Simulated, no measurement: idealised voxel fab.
The process module presented herein is designated voxel released beams.
We display cut, a cross-section 155 nm in width whose square cells are each 5 nm.
Cross-section layout: square cells on a grid; listed as bands, top to bottom; a band spans one or more cell rows.
Read a band's entry like this: the first values are the height of its top and the height of its bottom in nm, and what follows is the sequence of materials from left to right, each with its width in nm. Note that "empty" is empty space, and that a single material marked "edge to edge" reaches across the band from edge to edge.
The level at which height equals 0 is the one under which the wafer, as it arrives, is entirely one material. No lower edge exists for the bottom band, which continues downward and is notated as in "from 0 down".
A width given as "30->40" starts at the first number in the band's top row and ends at the second number in its bottom row, shifting by an equal amount at every step from row to row.
Step marked "nothing changed"? Then no cell in the cross-section changed in it.
This entry, "Closed voids list", enumerates those empty regions of no fewer than 8 cells that possess no open connection to the top. Each region is reported in the form width x height at distance, the distance being taken from the left edge, with all three quantities expressed in nm.
If you see something after the settings on a step's line, that's the simulator's own remark about that step.
When a step includes a mask, the "overlay nm" setting on its line states how far to the right of its planned place that mask lay, and negative values state how far to the left.
THESE ARE THE STEPS WE PLANNED FOR THE PROCESS
- 1: RECEIVE (material Si)
- 2: CONFORMAL_DEP (material Al2O3; thk nm 5)
- 3: DIRECTIONAL_DEP (material SiO2; thk nm 15)
- 4: DIRECTIONAL_DEP (material aC; thk nm 10)
- 5: PATTERN (tone open; mask id ANCHOR; material resist; width nm 35; thk nm 25; overlay nm 0)
- 6: DIRECTIONAL_ETCH (etch materials aC; depth nm 10)
- 7: STRIP (etch materials resist)
- 8: DIRECTIONAL_ETCH (etch materials SiO2; depth nm 15)
- 9: STRIP (etch materials aC)
- 10: CONFORMAL_DEP (material W; thk nm 10)
- 11: DIRECTIONAL_DEP (material aC; thk nm 15)
- 12: PATTERN (tone cover; mask id BEAM; material resist; width nm 100; thk nm 35; overlay nm 0)
- 13: DIRECTIONAL_ETCH (etch materials aC; depth nm 15)
- 14: STRIP (etch materials resist)
- 15: DIRECTIONAL_ETCH (etch materials W; depth nm 10)
- 16: STRIP (etch materials aC)
- 17: STRIP (etch materials SiO2)
CROSS-SECTIONAL VIEW OF THE WAFER IN ITS AS-RECEIVED CONDITION, CORRESPONDING TO THE STATE AFTER STEP 1
	from 0 down | Si edge to edge
	Closed voids list: none
WAFER CROSS-SECTION AT MODULE END: FIRST OF TWO, RUN TO PLAN
	from 30 to 20 | empty 25 nm  W 15 nm  empty 15 nm  W 70 nm  empty 30 nm
	from 20 to 15 | empty 30 nm  W 10 nm  empty 15 nm  W 10 nm  empty 90 nm
	from 15 to 5 | empty 30 nm  W 35 nm  empty 90 nm
	from 5 to 0 | Al2O3 edge to edge
	from 0 down | Si edge to edge
	Closed voids list: none
SO THIS IS WAFER NUMBER TWO OF THE TWO, CUT AT THE END OF THE MODULE - IT STARTED WHERE THE FIRST DID AND HAD THE SAME PLAN, WE JUST GOT ONE THING WRONG RUNNING IT
	from 30 to 20 | empty 25 nm  W 50 nm  empty 80 nm
	from 20 to 15 | empty 20 nm  W 10 nm  SiO2 35 nm  W 10 nm  empty 80 nm
	from 15 to 5 | empty 20 nm  W 10 nm  SiO2 35 nm  W 60 nm  empty 30 nm
	from 5 to 0 | Al2O3 edge to edge
	from 0 down | Si edge to edge
	Closed voids list: none
Deviation noted in wafer processing: step 5 ran as: PATTERN (tone cover; mask id ANCHOR; material resist; width nm 35; thk nm 25; overlay nm 0)
Upon completion, the second wafer contains, in terms of cells, a greater or smaller amount of certain materials than the first wafer: 21 more of SiO2
